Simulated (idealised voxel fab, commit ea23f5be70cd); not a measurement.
Process module name: voxel capacitor over wiring
Cross-section cut: width 300 nm, square cells of 5 nm.
We lay out every cross-section as a grid of square cells and spell it out in bands from the top down, where one band means one or more rows of cells. First you get the band's top height and its bottom height, in nm, and then the materials it's made of, left to right, with each width in nm. If you see a single material with "full width", that one covers the band edge to edge. "empty" is empty space. Heads up on the height convention: 0 is the point under which the incoming wafer is all one material, and the lowest band has no bottom, it just keeps going down, like "0..down". You'd read "30 to 40" like this: the band's top row of cells is as wide as the first number, its bottom row is as wide as the second, and going down, every row changes width by the same amount as the row before did. Step marked "no change occurred"? Then no cell in the cross-section changed in it. If an empty space has no open way to the top and is at least 8 cells in size, "Fully sealed voids" lists it, written width x height at distance, where distance is measured from the left edge and every value is in nm. The remark found on a step's line after its settings is issued by the simulator itself and pertains to that step. "overlay nm" denotes, for a step that has a mask, the displacement of the mask to the right of its planned place, with negative values corresponding to the left.

THE PLANNED PROCESS STEPS ARE ENUMERATED HEREUNDER
| 1 | RECEIVE,material Si |
| 2 | CONFORMAL_DEP,material SiO2,thk nm 15 |
| 3 | DIRECTIONAL_DEP,material TiN,thk nm 5 |
| 4 | DIRECTIONAL_DEP,material Ru,thk nm 20 |
| 5 | DIRECTIONAL_DEP,material aC,thk nm 15 |
| 6 | PATTERN,tone cover,mask id METAL_1,material resist,width nm 25,pitch nm 90,thk nm 35,overlay nm 0 |
| 7 | DIRECTIONAL_ETCH,etch materials aC,depth nm 15 |
| 8 | STRIP,etch materials resist |
| 9 | DIRECTIONAL_ETCH,etch materials Ru,depth nm 20 |
| 10 | DIRECTIONAL_ETCH,etch materials TiN,depth nm 5 |
| 11 | STRIP,etch materials aC |
| 12 | FILL_DEP,material lowk,thk nm 10 |
| 13 | CMP,height nm 40 |
| 14 | CONFORMAL_DEP,material SiCN,thk nm 5 |
| 15 | DIRECTIONAL_DEP,material lowk,thk nm 20 |
| 16 | PATTERN,tone open,mask id PLUG_1,material resist,width nm 15,thk nm 20,overlay nm 0 |
| 17 | DIRECTIONAL_ETCH,etch materials lowk,depth nm 20 |
| 18 | DIRECTIONAL_ETCH,etch materials SiCN,depth nm 5 |
| 19 | STRIP,etch materials resist |
| 20 | CONFORMAL_DEP,material TiN,thk nm 5 |
| 21 | FILL_DEP,material W,thk nm 10 |
| 22 | CMP,height nm 65 |
| 23 | DIRECTIONAL_DEP,material TiN,thk nm 5 |
| 24 | DIRECTIONAL_DEP,material Al2O3,thk nm 5 |
| 25 | DIRECTIONAL_DEP,material TiN,thk nm 10 |
| 26 | DIRECTIONAL_DEP,material aC,thk nm 15 |
| 27 | PATTERN,tone cover,mask id UPPER_PLATE,material resist,width nm 70,thk nm 30,overlay nm 0 |
| 28 | DIRECTIONAL_ETCH,etch materials aC,depth nm 15 |
| 29 | STRIP,etch materials resist |
| 30 | DIRECTIONAL_ETCH,etch materials TiN,depth nm 10 |
| 31 | DIRECTIONAL_ETCH,etch materials Al2O3,depth nm 5 |
| 32 | STRIP,etch materials aC |
| 33 | MASKED_ETCH,tone cover,mask id LOWER_PLATE,width nm 80,etch materials TiN,depth nm 5,overlay nm 0 |
| 34 | FILL_DEP,material SiO2,thk nm 20 |
| 35 | CMP,height nm 100 |
| 36 | PATTERN,tone open,mask id PLUG_2,material resist,width nm 15,thk nm 20,overlay nm 0 |
| 37 | DIRECTIONAL_ETCH,etch materials SiO2,depth nm 15 |
| 38 | STRIP,etch materials resist |
| 39 | CONFORMAL_DEP,material TiN,thk nm 5 |
| 40 | FILL_DEP,material Ru,thk nm 5 |
| 41 | CMP,height nm 100 |
| 42 | CONFORMAL_DEP,material SiN,thk nm 5 |

WAFER CROSS-SECTION ON RECEIPT, I.E. AFTER STEP 1
* 0..down: Si full width
* Fully sealed voids: none

FIRST WAFER OF TWO, SECTIONED AT END OF MODULE; RUN WENT PER PLAN
* 105..100: SiN full width
* 100..90: 110 nm SiO2, 5 nm TiN, 5 nm Ru, 5 nm TiN, 175 nm SiO2
* 90..85: 110 nm SiO2, 15 nm TiN, 175 nm SiO2
* 85..75: 100 nm SiO2, 70 nm TiN, 130 nm SiO2
* 75..70: 100 nm SiO2, 70 nm Al2O3, 130 nm SiO2
* 70..65: 95 nm SiO2, 80 nm TiN, 125 nm SiO2
* 65..45: 100 nm lowk, 5 nm TiN, 5 nm W, 5 nm TiN, 185 nm lowk
* 45..40: 100 nm SiCN, 15 nm TiN, 185 nm SiCN
* 40..20: 90 nm lowk, 25 nm Ru, 65 nm lowk, 25 nm Ru, 95 nm lowk
* 20..15: 90 nm lowk, 25 nm TiN, 65 nm lowk, 25 nm TiN, 95 nm lowk
* 15..0: SiO2 full width
* 0..down: Si full width
* Fully sealed voids: none

WAFER TWO (OF TWO), END-OF-MODULE CROSS-SECTION: START = WAFER ONE, PLAN = WAFER ONE, ONE RUN MISTAKE
* 105..100: SiN full width
* 100..90: 110 nm SiO2, 5 nm TiN, 5 nm Ru, 5 nm TiN, 175 nm SiO2
* 90..85: 110 nm SiO2, 15 nm TiN, 175 nm SiO2
* 85..80: 95 nm SiO2, 5 nm TiN, 70 nm SiO2, 5 nm TiN, 125 nm SiO2
* 80..75: 100 nm TiN, 70 nm SiO2, 130 nm TiN
* 75..70: 100 nm Al2O3, 70 nm SiO2, 130 nm Al2O3
* 70..65: TiN full width
* 65..45: 100 nm lowk, 5 nm TiN, 5 nm W, 5 nm TiN, 185 nm lowk
* 45..40: 100 nm SiCN, 15 nm TiN, 185 nm SiCN
* 40..20: 90 nm lowk, 25 nm Ru, 65 nm lowk, 25 nm Ru, 95 nm lowk
* 20..15: 90 nm lowk, 25 nm TiN, 65 nm lowk, 25 nm TiN, 95 nm lowk
* 15..0: SiO2 full width
* 0..down: Si full width
* Fully sealed voids: none
Plan not followed: in deviation from the planned setting, step 27 was conducted as PATTERN,tone open,mask id UPPER_PLATE,material resist,width nm 70,thk nm 30,overlay nm 0
Once processing is complete, comparing cell counts shows that the second wafer has more or fewer of certain materials than the first: 32 more of Al2O3, 96 fewer of SiO2, 64 more of TiN
